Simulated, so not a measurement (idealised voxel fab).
process module | voxel ribs on slabs
cross-section cut | 285 nm wide | cells 5 nm
A cross-section is a grid of square cells, given in bands from the top down. A band is one or more rows of cells.
Each band's line starts with the height of the band's top and of its bottom, in nm. Then come its materials from left to right, each with its width in nm. One material with "throughout" fills the band from edge to edge. "air" is empty space.
Height 0 is the level under which the wafer as received is all one material. The lowest band goes on downwards, as in "0 down".
A width such as "30 to 40" changes by the same amount from each row of cells to the next, from the band's top row to its bottom row.
"no change" after a step means that no cell of the cross-section changed.
closed voids: empty space of 8 cells or more with no open way to the top, each as width x height at its distance from the left edge, in nm
after a step's settings: what the simulator itself notes on the step
overlay nm, on a step with a mask: how far to the right of its planned place the mask lay; to the left if negative
plan
1 op RECEIVE | material Si
2 op DIRECTIONAL_DEP | material SiO2 | thk nm 20
3 op DIRECTIONAL_DEP | material SiN | thk nm 20
4 op DIRECTIONAL_DEP | material aC | thk nm 15
5 op PATTERN | tone cover | mask id RIB | material resist | width nm 20 | thk nm 30 | overlay nm 0
6 op DIRECTIONAL_ETCH | etch materials aC | depth nm 15
7 op STRIP | etch materials resist
8 op DIRECTIONAL_ETCH | etch materials SiN | depth nm 5
9 op STRIP | etch materials aC
10 op DIRECTIONAL_DEP | material aC | thk nm 15
11 op PATTERN | tone cover | mask id SLAB | material resist | width nm 70 | thk nm 30 | overlay nm 0
12 op DIRECTIONAL_ETCH | etch materials aC | depth nm 15
13 op STRIP | etch materials resist
14 op DIRECTIONAL_ETCH | etch materials SiN | depth nm 15
15 op STRIP | etch materials aC
16 op FILL_DEP | material SiO2 | thk nm 25
17 op CMP | height nm 55
18 op DIRECTIONAL_DEP | material W | thk nm 10
19 op PATTERN | tone cover | mask id HEATER | material resist | width nm 30 | thk nm 20 | overlay nm 0
20 op DIRECTIONAL_ETCH | etch materials W | depth nm 10
21 op STRIP | etch materials resist
22 op CONFORMAL_DEP | material SiN | thk nm 10
first wafer, as planned
as received, after step 1
  0 down: Si throughout
  closed voids: none
after step 2
  20 to 0: SiO2 throughout
  below 0: unchanged
after step 3
  40 to 20: SiN throughout
  below 20: unchanged
after step 4
  55 to 40: aC throughout
  below 40: unchanged
after step 5
  85 to 55: air 130 | resist 20 | air 135
  below 55: unchanged
after step 6
  70 to 55: air 130 | resist 20 | air 135
  55 to 40: air 130 | aC 20 | air 135
  below 40: unchanged
after step 7
  55 to 40: air 130 | aC 20 | air 135
  below 40: unchanged
after step 8
  55 to 40: air 130 | aC 20 | air 135
  40 to 35: air 130 | SiN 20 | air 135
  below 35: unchanged
after step 9
  40 to 35: air 130 | SiN 20 | air 135
  below 35: unchanged
after step 10
  55 to 50: air 130 | aC 20 | air 135
  50 to 40: aC throughout
  40 to 35: aC 130 | SiN 20 | aC 135
  below 35: unchanged
after step 11
  85 to 55: air 105 | resist 70 | air 110
  55 to 50: air 105 | resist 25 | aC 20 | resist 25 | air 110
  below 50: unchanged
after step 12
  70 to 55: air 105 | resist 70 | air 110
  55 to 50: air 105 | resist 25 | aC 20 | resist 25 | air 110
  50 to 40: air 105 | aC 70 | air 110
  40 to 35: air 105 | aC 25 | SiN 20 | aC 25 | air 110
  below 35: unchanged
after step 13
  55 to 50: air 130 | aC 20 | air 135
  below 50: unchanged
after step 14
  55 to 50: air 130 | aC 20 | air 135
  50 to 40: air 105 | aC 70 | air 110
  40 to 35: air 105 | aC 25 | SiN 20 | aC 25 | air 110
  35 to 20: air 105 | SiN 70 | air 110
  below 20: unchanged
after step 15
  40 to 35: air 130 | SiN 20 | air 135
  below 35: unchanged
after step 16
  65 to 40: SiO2 throughout
  40 to 35: SiO2 130 | SiN 20 | SiO2 135
  35 to 20: SiO2 105 | SiN 70 | SiO2 110
  below 20: unchanged
after step 17
  55 to 40: SiO2 throughout
  below 40: unchanged
after step 18
  65 to 55: W throughout
  below 55: unchanged
after step 19
  85 to 65: air 125 | resist 30 | air 130
  below 65: unchanged
after step 20
  85 to 65: air 125 | resist 30 | air 130
  65 to 55: air 125 | W 30 | air 130
  below 55: unchanged
after step 21
  65 to 55: air 125 | W 30 | air 130
  below 55: unchanged
after step 22
  75 to 65: air 115 | SiN 50 | air 120
  65 to 55: SiN 125 | W 30 | SiN 130
  below 55: unchanged
second wafer: like start, like plan, one mistake. Through step 10 it matches the first wafer
when step 11 should have ended
  85 to 55: air 110 | resist 65 | air 110
  55 to 50: air 110 | resist 20 | aC 20 | resist 25 | air 110
  below 50: unchanged
when step 12 should have ended
  70 to 55: air 110 | resist 65 | air 110
  55 to 50: air 110 | resist 20 | aC 20 | resist 25 | air 110
  50 to 40: air 110 | aC 65 | air 110
  40 to 35: air 110 | aC 20 | SiN 20 | aC 25 | air 110
  below 35: unchanged
when step 13 should have ended
  55 to 50: air 130 | aC 20 | air 135
  below 50: unchanged
when step 14 should have ended
  55 to 50: air 130 | aC 20 | air 135
  50 to 40: air 110 | aC 65 | air 110
  40 to 35: air 110 | aC 20 | SiN 20 | aC 25 | air 110
  35 to 20: air 110 | SiN 65 | air 110
  below 20: unchanged
when step 15 should have ended
  40 to 35: air 130 | SiN 20 | air 135
  below 35: unchanged
when step 16 should have ended
  65 to 40: SiO2 throughout
  40 to 35: SiO2 130 | SiN 20 | SiO2 135
  35 to 20: SiO2 110 | SiN 65 | SiO2 110
  below 20: unchanged
when step 17 should have ended
  55 to 40: SiO2 throughout
  below 40: unchanged
when step 18 should have ended
  65 to 55: W throughout
  below 55: unchanged
when step 19 should have ended
  85 to 65: air 125 | resist 30 | air 130
  below 65: unchanged
when step 20 should have ended
  85 to 65: air 125 | resist 30 | air 130
  65 to 55: air 125 | W 30 | air 130
  below 55: unchanged
when step 21 should have ended
  65 to 55: air 125 | W 30 | air 130
  below 55: unchanged
when step 22 should have ended
  75 to 65: air 115 | SiN 50 | air 120
  65 to 55: SiN 125 | W 30 | SiN 130
  below 55: unchanged
what went wrong: step 11 ran as: op PATTERN | tone cover | mask id SLAB | material resist | width nm 65 | thk nm 30 | overlay nm 0
at the end the second wafer has, in cells: 3 fewer of SiN | 3 more of SiO2
